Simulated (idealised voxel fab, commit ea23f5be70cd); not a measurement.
Process module in this document: voxel wiring stack
Section cut is 255 nm wide and gridded with 5 nm square cells.
Each cross-section below is a grid of square cells, stated as bands in top-down order, with one or more rows of cells making up each band. Basically the band line says how high the top is and how high the bottom is, in nm, and then what's in it from left to right, every material with its width in nm. Empty space shows up as "blank", and if a single material carries "all across" it runs the full band edge to edge. Basically, 0 is our baseline, since under it the wafer straight out of the box is all one material. The bottom band has no lower end and keeps on going down, so it looks like "0 -> down". Graded width ("30..40"): value in top row of band = first number; value in bottom row = second number; row-to-row change constant. Where a step carries "no alterations made", the cross-section came out of it unchanged, cell for cell. For the entry "Enclosed void catalog", the listed items are empty spaces with no open way to the top whose size is 8 cells or more; each item follows the pattern width x height at distance, where distance is from the left edge and all three are in nm. Anything after a step's settings on that line? It's the simulator's own note about the step. The line of a step may include "overlay nm". On a step with a mask, this value is how far to the right of its planned place the mask lay. A negative value means the mask lay to the left.
## Set out below are the planned steps of the process
| 1 | RECEIVE with material Si |
| 2 | CONFORMAL_DEP with material SiO2, thk nm 10 |
| 3 | DIRECTIONAL_DEP with material TiN, thk nm 5 |
| 4 | DIRECTIONAL_DEP with material Ru, thk nm 25 |
| 5 | PATTERN with tone cover, mask id METAL_1, material resist, width nm 25, pitch nm 45, thk nm 20, overlay nm 0 |
| 6 | DIRECTIONAL_ETCH with etch materials Ru, depth nm 25 |
| 7 | DIRECTIONAL_ETCH with etch materials TiN, depth nm 5 |
| 8 | STRIP with etch materials resist |
| 9 | CONFORMAL_DEP with material SiN, thk nm 5 |
| 10 | FILL_DEP with material lowk, thk nm 5 |
| 11 | CMP with height nm 40 |
| 12 | CONFORMAL_DEP with material SiCN, thk nm 5 |
| 13 | DIRECTIONAL_DEP with material lowk, thk nm 25 |
| 14 | PATTERN with tone open, mask id METAL_2, material resist, width nm 25, pitch nm 45, thk nm 20, overlay nm 0 |
| 15 | DIRECTIONAL_ETCH with etch materials lowk, depth nm 15 |
| 16 | STRIP with etch materials resist |
| 17 | PATTERN with tone open, mask id METAL_2_HOLES, material resist, width nm 15, pitch nm 45, thk nm 20, overlay nm 0 |
| 18 | DIRECTIONAL_ETCH with etch materials lowk, depth nm 10 |
| 19 | DIRECTIONAL_ETCH with etch materials SiCN, depth nm 5 |
| 20 | STRIP with etch materials resist |
| 21 | CONFORMAL_DEP with material TiN, thk nm 5 |
| 22 | FILL_DEP with material Cu, thk nm 5 |
| 23 | CMP with height nm 70 |
| 24 | CONFORMAL_DEP with material SiN, thk nm 5 |
## Wafer at receipt (post step 1), cross-section
	0 -> down = Si all across
	Enclosed void catalog: none
## Final wafer profile in cross-section after the module, from the same start and plan as above, with one mistake made during processing
	75 -> 70 = SiN all across
	70 -> 60 = 45 lowk, then 5 TiN, then 15 Cu, then 5 TiN, then 20 lowk, then 5 TiN, then 15 Cu, then 5 TiN, then 20 lowk, then 5 TiN, then 15 Cu, then 5 TiN, then 20 lowk, then 5 TiN, then 15 Cu, then 5 TiN, then 50 lowk
	60 -> 55 = 45 lowk, then 5 TiN, then 5 Cu, then 15 TiN, then 20 lowk, then 5 TiN, then 5 Cu, then 15 TiN, then 20 lowk, then 5 TiN, then 5 Cu, then 15 TiN, then 20 lowk, then 5 TiN, then 5 Cu, then 15 TiN, then 50 lowk
	55 -> 45 = 45 lowk, then 5 TiN, then 5 Cu, then 5 TiN, then 30 lowk, then 5 TiN, then 5 Cu, then 5 TiN, then 30 lowk, then 5 TiN, then 5 Cu, then 5 TiN, then 30 lowk, then 5 TiN, then 5 Cu, then 5 TiN, then 60 lowk
	45 -> 40 = 45 SiCN, then 15 TiN, then 30 SiCN, then 15 TiN, then 30 SiCN, then 15 TiN, then 30 SiCN, then 15 TiN, then 60 SiCN
	40 -> 15 = 45 lowk, then 5 SiN, then 15 Ru, then 5 SiN, then 20 lowk, then 5 SiN, then 15 Ru, then 5 SiN, then 20 lowk, then 5 SiN, then 15 Ru, then 5 SiN, then 20 lowk, then 5 SiN, then 15 Ru, then 5 SiN, then 50 lowk
	15 -> 10 = 50 SiN, then 15 TiN, then 30 SiN, then 15 TiN, then 30 SiN, then 15 TiN, then 30 SiN, then 15 TiN, then 55 SiN
	10 -> 0 = SiO2 all across
	0 -> down = Si all across
	Enclosed void catalog: none
Where did the run depart from the plan? heads up, step 5 didn't go per plan, it actually ran as PATTERN with tone cover, mask id METAL_1, material resist, width nm 15, pitch nm 45, thk nm 20, overlay nm 0
